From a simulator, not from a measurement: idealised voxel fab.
process module | voxel double patterning
cross-section cut | 235 nm wide | cells 5 nm
A cross-section is a grid of square cells, given in bands from the top down. A band is one or more rows of cells.
Each band's line starts with the height of the band's top and of its bottom, in nm. Then come its materials from left to right, each with its width in nm. One material with "throughout" fills the band from edge to edge. "air" is empty space.
Height 0 is the level under which the wafer as received is all one material. The lowest band goes on downwards, as in "0 down".
A width such as "30 to 40" changes by the same amount from each row of cells to the next, from the band's top row to its bottom row.
"no change" after a step means that no cell of the cross-section changed.
closed voids: empty space of 8 cells or more with no open way to the top, each as width x height at its distance from the left edge, in nm
after a step's settings: what the simulator itself notes on the step
overlay nm, on a step with a mask: how far to the right of its planned place the mask lay; to the left if negative
plan
1 op RECEIVE | material Si
2 op CONFORMAL_DEP | material SiN | thk nm 10
3 op DIRECTIONAL_DEP | material SiO2 | thk nm 20
4 op DIRECTIONAL_DEP | material SiCN | thk nm 5
5 op MASKED_ETCH | tone open | mask id FIRST | width nm 15 | pitch nm 50 | etch materials SiCN | depth nm 5 | overlay nm 0
6 op DIRECTIONAL_DEP | material aC | thk nm 15
7 op PATTERN | tone open | mask id SECOND | material resist | width nm 15 | pitch nm 50 | thk nm 35 | overlay nm 0
8 op DIRECTIONAL_ETCH | etch materials aC | depth nm 15
9 op STRIP | etch materials resist
10 op DIRECTIONAL_ETCH | etch materials SiCN | depth nm 5
11 op STRIP | etch materials aC
12 op DIRECTIONAL_ETCH | etch materials SiO2 | depth nm 20
13 op STRIP | etch materials SiCN
as received, after step 1
  0 down: Si throughout
  closed voids: none
first wafer at the end, as planned
  30 to 10: SiO2 60 | air 15 | SiO2 10 | air 15 | SiO2 10 | air 15 | SiO2 10 | air 15 | SiO2 10 | air 15 | SiO2 60
  10 to 0: SiN throughout
  0 down: Si throughout
  closed voids: none
second wafer at the end: like start, like plan, one mistake
  50 to 30: SiO2 60 | air 15 | SiO2 10 | air 15 | SiO2 10 | air 15 | SiO2 10 | air 15 | SiO2 10 | air 15 | SiO2 60
  30 to 10: SiO2 throughout
  10 to 0: SiN throughout
  0 down: Si throughout
  closed voids: none
what went wrong: step 3 was run twice
at the end the second wafer has, in cells: 188 more of SiO2
